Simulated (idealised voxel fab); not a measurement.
process module | voxel trench capacitor
cross-section cut | 175 nm wide | cells 5 nm
A cross-section is a grid of square cells, given in bands from the top down. A band is one or more rows of cells.
Each band's line starts with the height of the band's top and of its bottom, in nm. Then come its materials from left to right, each with its width in nm. One material with "throughout" fills the band from edge to edge. "air" is empty space.
Height 0 is the level under which the wafer as received is all one material. The lowest band goes on downwards, as in "0 down".
A width such as "30 to 40" changes by the same amount from each row of cells to the next, from the band's top row to its bottom row.
"no change" after a step means that no cell of the cross-section changed.
closed voids: empty space of 8 cells or more with no open way to the top, each as width x height at its distance from the left edge, in nm
after a step's settings: what the simulator itself notes on the step
overlay nm, on a step with a mask: how far to the right of its planned place the mask lay; to the left if negative
plan
1 op RECEIVE | material Si
2 op CONFORMAL_DEP | material SiN | thk nm 5
3 op DIRECTIONAL_DEP | material aC | thk nm 15
4 op PATTERN | tone open | mask id TRENCH | material resist | width nm 30 | pitch nm 60 | thk nm 35 | overlay nm -15
5 op DIRECTIONAL_ETCH | etch materials aC | depth nm 15
6 op STRIP | etch materials resist
7 op DIRECTIONAL_ETCH | etch materials SiN | depth nm 5
8 op DIRECTIONAL_ETCH | etch materials Si | depth nm 40
9 op STRIP | etch materials aC
10 op CONFORMAL_DEP | material HfO2 | thk nm 5
11 op CONFORMAL_DEP | material TiN | thk nm 5
12 op FILL_DEP | material W | thk nm 5
13 op CMP | height nm 5
varied across the wafers: overlay nm of step 4. The plan shows the first wafer's value. All wafers start alike
first wafer as received, after step 1
  0 down: Si throughout
  closed voids: none
first wafer at the end, after step 13
  5 to 0: SiN 25 | HfO2 5 | TiN 5 | W 10 | TiN 5 | HfO2 5 | SiN 30 | HfO2 5 | TiN 5 | W 10 | TiN 5 | HfO2 5 | SiN 60
  0 to -30: Si 25 | HfO2 5 | TiN 5 | W 10 | TiN 5 | HfO2 5 | Si 30 | HfO2 5 | TiN 5 | W 10 | TiN 5 | HfO2 5 | Si 60
  -30 to -35: Si 25 | HfO2 5 | TiN 20 | HfO2 5 | Si 30 | HfO2 5 | TiN 20 | HfO2 5 | Si 60
  -35 to -40: Si 25 | HfO2 30 | Si 30 | HfO2 30 | Si 60
  -40 down: Si throughout
  closed voids: none
last wafer at the end
  5 to 0: SiN 55 | HfO2 5 | TiN 5 | W 10 | TiN 5 | HfO2 5 | SiN 30 | HfO2 5 | TiN 5 | W 10 | TiN 5 | HfO2 5 | SiN 30
  0 to -30: Si 55 | HfO2 5 | TiN 5 | W 10 | TiN 5 | HfO2 5 | Si 30 | HfO2 5 | TiN 5 | W 10 | TiN 5 | HfO2 5 | Si 30
  -30 to -35: Si 55 | HfO2 5 | TiN 20 | HfO2 5 | Si 30 | HfO2 5 | TiN 20 | HfO2 5 | Si 30
  -35 to -40: Si 55 | HfO2 30 | Si 30 | HfO2 30 | Si 30
  -40 down: Si throughout
  closed voids: none
each wafer at the end: cells of each material gained (+) or lost (-) since it was received, then its closed voids
overlay nm -15 | +44 HfO2 | -96 Si | +23 SiN | +36 TiN | +28 W | closed voids: none
overlay nm -10 | +44 HfO2 | -96 Si | +23 SiN | +36 TiN | +28 W | closed voids: none
overlay nm -5 | +44 HfO2 | -96 Si | +23 SiN | +36 TiN | +28 W | closed voids: none
overlay nm 0 | +44 HfO2 | -96 Si | +23 SiN | +36 TiN | +28 W | closed voids: none
overlay nm 5 | +44 HfO2 | -96 Si | +23 SiN | +36 TiN | +28 W | closed voids: none
overlay nm 10 | +44 HfO2 | -96 Si | +23 SiN | +36 TiN | +28 W | closed voids: none
overlay nm 15 | +44 HfO2 | -96 Si | +23 SiN | +36 TiN | +28 W | closed voids: none
